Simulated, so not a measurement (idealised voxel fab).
process module | voxel gate over fins
cross-section cut | 165 nm wide | cells 5 nm
A cross-section is a grid of square cells, given in bands from the top down. A band is one or more rows of cells.
Each band's line starts with the height of the band's top and of its bottom, in nm. Then come its materials from left to right, each with its width in nm. One material with "throughout" fills the band from edge to edge. "air" is empty space.
Height 0 is the level under which the wafer as received is all one material. The lowest band goes on downwards, as in "0 down".
A width such as "30 to 40" changes by the same amount from each row of cells to the next, from the band's top row to its bottom row.
"no change" after a step means that no cell of the cross-section changed.
closed voids: empty space of 8 cells or more with no open way to the top, each as width x height at its distance from the left edge, in nm
after a step's settings: what the simulator itself notes on the step
overlay nm, on a step with a mask: how far to the right of its planned place the mask lay; to the left if negative
plan
1 op RECEIVE | material Si
2 op CONFORMAL_DEP | material SiN | thk nm 5
3 op DIRECTIONAL_DEP | material aC | thk nm 15
4 op PATTERN | tone cover | mask id FINS | material resist | width nm 15 | pitch nm 40 | thk nm 35 | overlay nm 0
5 op DIRECTIONAL_ETCH | etch materials aC | depth nm 15
6 op STRIP | etch materials resist
7 op DIRECTIONAL_ETCH | etch materials SiN | depth nm 5
8 op DIRECTIONAL_ETCH | etch materials Si | depth nm 35
9 op STRIP | etch materials aC
10 op FILL_DEP | material SiO2 | thk nm 5
11 op CMP | height nm 5
12 op SELECTIVE_ETCH | etch materials SiO2 | depth nm 15
13 op STRIP | etch materials SiN
14 op CONFORMAL_DEP | material HfO2 | thk nm 5
15 op CONFORMAL_DEP | material TiN | thk nm 5
16 op FILL_DEP | material W | thk nm 15
17 op CMP | height nm 20
18 op CONFORMAL_DEP | material SiN | thk nm 10
first wafer, as planned
as received, after step 1
  0 down: Si throughout
  closed voids: none
after step 2
  5 to 0: SiN throughout
  below 0: unchanged
after step 3
  20 to 5: aC throughout
  below 5: unchanged
after step 4
  55 to 20: air 15 | resist 15 | air 25 | resist 15 | air 25 | resist 15 | air 25 | resist 15 | air 15
  below 20: unchanged
after step 5
  40 to 20: air 15 | resist 15 | air 25 | resist 15 | air 25 | resist 15 | air 25 | resist 15 | air 15
  20 to 5: air 15 | aC 15 | air 25 | aC 15 | air 25 | aC 15 | air 25 | aC 15 | air 15
  below 5: unchanged
after step 6
  20 to 5: air 15 | aC 15 | air 25 | aC 15 | air 25 | aC 15 | air 25 | aC 15 | air 15
  below 5: unchanged
after step 7
  20 to 5: air 15 | aC 15 | air 25 | aC 15 | air 25 | aC 15 | air 25 | aC 15 | air 15
  5 to 0: air 15 | SiN 15 | air 25 | SiN 15 | air 25 | SiN 15 | air 25 | SiN 15 | air 15
  below 0: unchanged
after step 8
  20 to 5: air 15 | aC 15 | air 25 | aC 15 | air 25 | aC 15 | air 25 | aC 15 | air 15
  5 to 0: air 15 | SiN 15 | air 25 | SiN 15 | air 25 | SiN 15 | air 25 | SiN 15 | air 15
  0 to -35: air 15 | Si 15 | air 25 | Si 15 | air 25 | Si 15 | air 25 | Si 15 | air 15
  below -35: unchanged
after step 9
  5 to 0: air 15 | SiN 15 | air 25 | SiN 15 | air 25 | SiN 15 | air 25 | SiN 15 | air 15
  below 0: unchanged
after step 10
  10 to 5: SiO2 throughout
  5 to 0: SiO2 15 | SiN 15 | SiO2 25 | SiN 15 | SiO2 25 | SiN 15 | SiO2 25 | SiN 15 | SiO2 15
  0 to -35: SiO2 15 | Si 15 | SiO2 25 | Si 15 | SiO2 25 | Si 15 | SiO2 25 | Si 15 | SiO2 15
  below -35: unchanged
after step 11
  5 to 0: SiO2 15 | SiN 15 | SiO2 25 | SiN 15 | SiO2 25 | SiN 15 | SiO2 25 | SiN 15 | SiO2 15
  below 0: unchanged
after step 12
  5 to 0: air 15 | SiN 15 | air 25 | SiN 15 | air 25 | SiN 15 | air 25 | SiN 15 | air 15
  0 to -10: air 15 | Si 15 | air 25 | Si 15 | air 25 | Si 15 | air 25 | Si 15 | air 15
  below -10: unchanged
after step 13
  0 to -10: air 15 | Si 15 | air 25 | Si 15 | air 25 | Si 15 | air 25 | Si 15 | air 15
  below -10: unchanged
after step 14
  5 to 0: air 10 | HfO2 25 | air 15 | HfO2 25 | air 15 | HfO2 25 | air 15 | HfO2 25 | air 10
  0 to -5: air 10 | HfO2 5 | Si 15 | HfO2 5 | air 15 | HfO2 5 | Si 15 | HfO2 5 | air 15 | HfO2 5 | Si 15 | HfO2 5 | air 15 | HfO2 5 | Si 15 | HfO2 5 | air 10
  -5 to -10: HfO2 15 | Si 15 | HfO2 25 | Si 15 | HfO2 25 | Si 15 | HfO2 25 | Si 15 | HfO2 15
  below -10: unchanged
after step 15
  10 to 5: air 5 | TiN 35 | air 5 | TiN 35 | air 5 | TiN 35 | air 5 | TiN 35 | air 5
  5 to 0: air 5 | TiN 5 | HfO2 25 | TiN 5 | air 5 | TiN 5 | HfO2 25 | TiN 5 | air 5 | TiN 5 | HfO2 25 | TiN 5 | air 5 | TiN 5 | HfO2 25 | TiN 5 | air 5
  0 to -5: TiN 10 | HfO2 5 | Si 15 | HfO2 5 | TiN 15 | HfO2 5 | Si 15 | HfO2 5 | TiN 15 | HfO2 5 | Si 15 | HfO2 5 | TiN 15 | HfO2 5 | Si 15 | HfO2 5 | TiN 10
  below -5: unchanged
after step 16
  25 to 10: W throughout
  10 to 5: W 5 | TiN 35 | W 5 | TiN 35 | W 5 | TiN 35 | W 5 | TiN 35 | W 5
  5 to 0: W 5 | TiN 5 | HfO2 25 | TiN 5 | W 5 | TiN 5 | HfO2 25 | TiN 5 | W 5 | TiN 5 | HfO2 25 | TiN 5 | W 5 | TiN 5 | HfO2 25 | TiN 5 | W 5
  below 0: unchanged
after step 17
  20 to 10: W throughout
  below 10: unchanged
after step 18
  30 to 20: SiN throughout
  below 20: unchanged
second wafer: like start, like plan, one mistake. Through step 3 it matches the first wafer
when step 4 should have ended
  55 to 20: resist 15 | air 15 | resist 25 | air 15 | resist 25 | air 15 | resist 25 | air 15 | resist 15
  below 20: unchanged
when step 5 should have ended
  40 to 20: resist 15 | air 15 | resist 25 | air 15 | resist 25 | air 15 | resist 25 | air 15 | resist 15
  20 to 5: aC 15 | air 15 | aC 25 | air 15 | aC 25 | air 15 | aC 25 | air 15 | aC 15
  below 5: unchanged
when step 6 should have ended
  20 to 5: aC 15 | air 15 | aC 25 | air 15 | aC 25 | air 15 | aC 25 | air 15 | aC 15
  below 5: unchanged
when step 7 should have ended
  20 to 5: aC 15 | air 15 | aC 25 | air 15 | aC 25 | air 15 | aC 25 | air 15 | aC 15
  5 to 0: SiN 15 | air 15 | SiN 25 | air 15 | SiN 25 | air 15 | SiN 25 | air 15 | SiN 15
  below 0: unchanged
when step 8 should have ended
  20 to 5: aC 15 | air 15 | aC 25 | air 15 | aC 25 | air 15 | aC 25 | air 15 | aC 15
  5 to 0: SiN 15 | air 15 | SiN 25 | air 15 | SiN 25 | air 15 | SiN 25 | air 15 | SiN 15
  0 to -35: Si 15 | air 15 | Si 25 | air 15 | Si 25 | air 15 | Si 25 | air 15 | Si 15
  below -35: unchanged
when step 9 should have ended
  5 to 0: SiN 15 | air 15 | SiN 25 | air 15 | SiN 25 | air 15 | SiN 25 | air 15 | SiN 15
  below 0: unchanged
when step 10 should have ended
  10 to 5: SiO2 throughout
  5 to 0: SiN 15 | SiO2 15 | SiN 25 | SiO2 15 | SiN 25 | SiO2 15 | SiN 25 | SiO2 15 | SiN 15
  0 to -35: Si 15 | SiO2 15 | Si 25 | SiO2 15 | Si 25 | SiO2 15 | Si 25 | SiO2 15 | Si 15
  below -35: unchanged
when step 11 should have ended
  5 to 0: SiN 15 | SiO2 15 | SiN 25 | SiO2 15 | SiN 25 | SiO2 15 | SiN 25 | SiO2 15 | SiN 15
  below 0: unchanged
when step 12 should have ended
  5 to 0: SiN 15 | air 15 | SiN 25 | air 15 | SiN 25 | air 15 | SiN 25 | air 15 | SiN 15
  0 to -10: Si 15 | air 15 | Si 25 | air 15 | Si 25 | air 15 | Si 25 | air 15 | Si 15
  below -10: unchanged
when step 13 should have ended
  0 to -10: Si 15 | air 15 | Si 25 | air 15 | Si 25 | air 15 | Si 25 | air 15 | Si 15
  below -10: unchanged
when step 14 should have ended
  5 to 0: HfO2 20 | air 5 | HfO2 35 | air 5 | HfO2 35 | air 5 | HfO2 35 | air 5 | HfO2 20
  0 to -5: Si 15 | HfO2 5 | air 5 | HfO2 5 | Si 25 | HfO2 5 | air 5 | HfO2 5 | Si 25 | HfO2 5 | air 5 | HfO2 5 | Si 25 | HfO2 5 | air 5 | HfO2 5 | Si 15
  -5 to -10: Si 15 | HfO2 15 | Si 25 | HfO2 15 | Si 25 | HfO2 15 | Si 25 | HfO2 15 | Si 15
  below -10: unchanged
when step 15 should have ended
  10 to 5: TiN throughout
  5 to 0: HfO2 20 | TiN 5 | HfO2 35 | TiN 5 | HfO2 35 | TiN 5 | HfO2 35 | TiN 5 | HfO2 20
  0 to -5: Si 15 | HfO2 5 | TiN 5 | HfO2 5 | Si 25 | HfO2 5 | TiN 5 | HfO2 5 | Si 25 | HfO2 5 | TiN 5 | HfO2 5 | Si 25 | HfO2 5 | TiN 5 | HfO2 5 | Si 15
  below -5: unchanged
when step 16 should have ended
  25 to 10: W throughout
  below 10: unchanged
when step 17 should have ended
  20 to 10: W throughout
  below 10: unchanged
when step 18 should have ended
  30 to 20: SiN throughout
  below 20: unchanged
what went wrong: step 4 ran as: op PATTERN | tone open | mask id FINS | material resist | width nm 15 | pitch nm 40 | thk nm 35 | overlay nm 0
at the end the second wafer has, in cells: 63 more of Si | 45 fewer of SiO2 | 8 fewer of TiN | 10 fewer of W
